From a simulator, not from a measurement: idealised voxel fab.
process module | voxel wiring stack
cross-section cut | 225 nm wide | cells 5 nm
A cross-section is a grid of square cells, given in bands from the top down. A band is one or more rows of cells.
Each band's line starts with the height of the band's top and of its bottom, in nm. Then come its materials from left to right, each with its width in nm. One material with "throughout" fills the band from edge to edge. "air" is empty space.
Height 0 is the level under which the wafer as received is all one material. The lowest band goes on downwards, as in "0 down".
A width such as "30 to 40" changes by the same amount from each row of cells to the next, from the band's top row to its bottom row.
"no change" after a step means that no cell of the cross-section changed.
closed voids: empty space of 8 cells or more with no open way to the top, each as width x height at its distance from the left edge, in nm
after a step's settings: what the simulator itself notes on the step
overlay nm, on a step with a mask: how far to the right of its planned place the mask lay; to the left if negative
plan
1 op RECEIVE | material Si
2 op CONFORMAL_DEP | material SiO2 | thk nm 10
3 op CONFORMAL_DEP | material SiCN | thk nm 5
4 op DIRECTIONAL_DEP | material SiO2 | thk nm 25
5 op MASKED_ETCH | tone open | mask id METAL_1 | width nm 25 | pitch nm 45 | etch materials SiO2 | depth nm 25 | overlay nm 0
6 op MASKED_ETCH | tone open | mask id METAL_1 | width nm 25 | pitch nm 45 | etch materials SiCN | depth nm 5 | overlay nm 0
7 op CONFORMAL_DEP | material TiN | thk nm 5
8 op FILL_DEP | material Ru | thk nm 5
9 op CMP | height nm 40
10 op CONFORMAL_DEP | material SiCN | thk nm 5
11 op DIRECTIONAL_DEP | material lowk | thk nm 30
12 op PATTERN | tone open | mask id METAL_2_HOLES | material resist | width nm 15 | thk nm 20 | overlay nm 0
13 op DIRECTIONAL_ETCH | etch materials lowk | depth nm 30
14 op STRIP | etch materials resist
15 op PATTERN | tone open | mask id METAL_2 | material resist | width nm 25 | pitch nm 45 | thk nm 15 | overlay nm 0
16 op DIRECTIONAL_ETCH | etch materials lowk | depth nm 15
17 op DIRECTIONAL_ETCH | etch materials SiCN | depth nm 5
18 op STRIP | etch materials resist
19 op CONFORMAL_DEP | material TiN | thk nm 5
20 op FILL_DEP | material Cu | thk nm 5
21 op CMP | height nm 75
22 op CONFORMAL_DEP | material SiCN | thk nm 5
23 op DIRECTIONAL_DEP | material SiO2 | thk nm 20
24 op PATTERN | tone open | mask id PLUG_2 | material resist | width nm 15 | pitch nm 45 | thk nm 20 | overlay nm 0
25 op DIRECTIONAL_ETCH | etch materials SiO2 | depth nm 20
26 op DIRECTIONAL_ETCH | etch materials SiCN | depth nm 5
27 op STRIP | etch materials resist
28 op EPI | material Ru | thk nm 10
29 op EPI | material Ru | thk nm 10
30 op EPI | material Ru | thk nm 5
31 op DIRECTIONAL_DEP | material TiN | thk nm 5
32 op DIRECTIONAL_DEP | material Ru | thk nm 20
33 op DIRECTIONAL_DEP | material aC | thk nm 15
34 op PATTERN | tone cover | mask id METAL_3 | material resist | width nm 25 | pitch nm 45 | thk nm 30 | overlay nm 0
35 op DIRECTIONAL_ETCH | etch materials aC | depth nm 15
36 op STRIP | etch materials resist
37 op DIRECTIONAL_ETCH | etch materials Ru | depth nm 20
38 op DIRECTIONAL_ETCH | etch materials TiN | depth nm 5
39 op STRIP | etch materials aC
40 op FILL_DEP | material SiO2 | thk nm 10
41 op CMP | height nm 125
42 op CONFORMAL_DEP | material SiCN | thk nm 5
as received, after step 1
  0 down: Si throughout
  closed voids: none
a wafer at the end: this start, this plan, one mistake
  130 to 125: SiCN throughout
  125 to 105: SiO2 75 | Ru 25 | SiO2 20 | Ru 25 | SiO2 80
  105 to 100: SiO2 75 | TiN 25 | SiO2 20 | TiN 25 | SiO2 80
  100 to 80: SiO2 75 | Ru 15 | SiO2 30 | Ru 15 | SiO2 90
  80 to 75: SiCN 75 | Ru 15 | SiCN 30 | Ru 15 | SiCN 90
  75 to 65: lowk 75 | TiN 5 | Cu 15 | TiN 5 | lowk 20 | TiN 5 | Cu 15 | TiN 5 | lowk 80
  65 to 60: lowk 75 | TiN 5 | Cu 5 | TiN 15 | lowk 20 | TiN 25 | lowk 80
  60 to 45: lowk 75 | TiN 5 | Cu 5 | TiN 5 | lowk 135
  45 to 40: SiCN 75 | TiN 15 | SiCN 135
  40 to 15: SiO2 75 | TiN 5 | Ru 15 | TiN 5 | SiO2 20 | TiN 5 | Ru 15 | TiN 5 | SiO2 80
  15 to 10: SiCN 75 | TiN 25 | SiCN 20 | TiN 25 | SiCN 80
  10 to 0: SiCN throughout
  0 down: Si throughout
  closed voids: none
what went wrong: step 2 ran as: op CONFORMAL_DEP | material SiCN | thk nm 10
